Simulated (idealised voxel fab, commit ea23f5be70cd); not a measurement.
Proc. module: voxel self aligned contacts
Cross-section cut spans 195 nm and uses square cells 5 nm in size.
For the purposes of this document, a cross-section shall be understood as a grid of square cells, specified as bands listed in top-to-bottom order, each band consisting of one or more rows of cells. Top, bottom (nm), then materials left to right with widths (nm); lone material tagged "everywhere" fills the whole band edge to edge; "air" = empty space. Heights are reckoned from 0. Under this level, the received wafer is all of one material. The bottommost band is open-ended downward, for example "0 nm and below". A width given as "30 to 40" starts at the first number in the band's top row and ends at the second number in its bottom row, shifting by an equal amount at every step from row to row. Step note "no alteration" = no cross-section cell changed. Voids not open to the top, 8 cells minimum: see "Internal closed voids". Written width x height at distance; distance is from the left edge; nm. What comes after the settings on a step's line is commentary from the simulator itself on that step. overlay nm: for a step with a mask, the amount by which the mask lay right of where it was planned; a negative amount means left of it.

Steps planned for the process:
1) RECEIVE, material Si
2) OXIDIZE, depth nm 5
3) DIRECTIONAL_DEP, material polySi, thk nm 20
4) DIRECTIONAL_DEP, material SiN, thk nm 20
5) MASKED_ETCH, tone cover, mask id GATE, width nm 35, pitch nm 65, etch materials SiN, depth nm 20, overlay nm 0
6) MASKED_ETCH, tone cover, mask id GATE, width nm 35, pitch nm 65, etch materials polySi, depth nm 20, overlay nm 0
7) CONFORMAL_DEP, material SiN, thk nm 5
8) DIRECTIONAL_ETCH, etch materials SiN, depth nm 5
9) FILL_DEP, material SiO2, thk nm 20
10) CMP, height nm 50
11) MASKED_ETCH, tone open, mask id CONTACT, width nm 50, etch materials SiO2, depth nm 55, overlay nm 0
12) CONFORMAL_DEP, material TiN, thk nm 5
13) FILL_DEP, material W, thk nm 10
14) CMP, height nm 50
15) CONFORMAL_DEP, material SiCN, thk nm 5

Cross-section of the wafer upon arrival, representing the state reached after step 1:
> 0 nm and below | Si everywhere
> Internal closed voids: none

As-planned run: cross-section of the first of two wafers at end of module:
> 55 nm to 50 nm | SiCN everywhere
> 50 nm to 40 nm | 70 of SiO2  5 to 20 of TiN  40 to 10 of W  5 to 20 of TiN  75 of SiO2
> 40 nm to 20 nm | 40 of SiO2  45 of SiN  5 of TiN  10 of W  5 of TiN  45 of SiN  45 of SiO2
> 20 nm to 0 nm | 40 of SiO2  5 of SiN  35 of polySi  5 of SiN  5 of TiN  10 of W  5 of TiN  5 of SiN  35 of polySi  5 of SiN  45 of SiO2
> 0 nm to -5 nm | 85 of SiO2  20 of TiN  90 of SiO2
> -5 nm and below | Si everywhere
> Internal closed voids: none

Second wafer through the module, sectioned at the end: same beginning and same plan as the first wafer, with one mistake in carrying it out:
> 55 nm to 50 nm | SiCN everywhere
> 50 nm to 40 nm | 75 of SiO2  5 to 15 of TiN  35 to 10 of W  5 to 20 of TiN  75 of SiO2
> 40 nm to 20 nm | 40 of SiO2  45 of SiN  5 of TiN  10 of W  5 of TiN  45 of SiN  45 of SiO2
> 20 nm to 0 nm | 40 of SiO2  5 of SiN  35 of polySi  5 of SiN  5 of TiN  10 of W  5 of TiN  5 of SiN  35 of polySi  5 of SiN  45 of SiO2
> 0 nm to -5 nm | 85 of SiO2  20 of TiN  90 of SiO2
> -5 nm and below | Si everywhere
> Internal closed voids: none
Finding, execution versus plan: the process deviated at step 11: the operation and settings actually run there were MASKED_ETCH, tone open, mask id CONTACT, width nm 45, etch materials SiO2, depth nm 55, overlay nm 0
FYI, end of process, the second wafer has more or fewer cells of some materials than the first: +2 SiO2; -1 TiN; -1 W
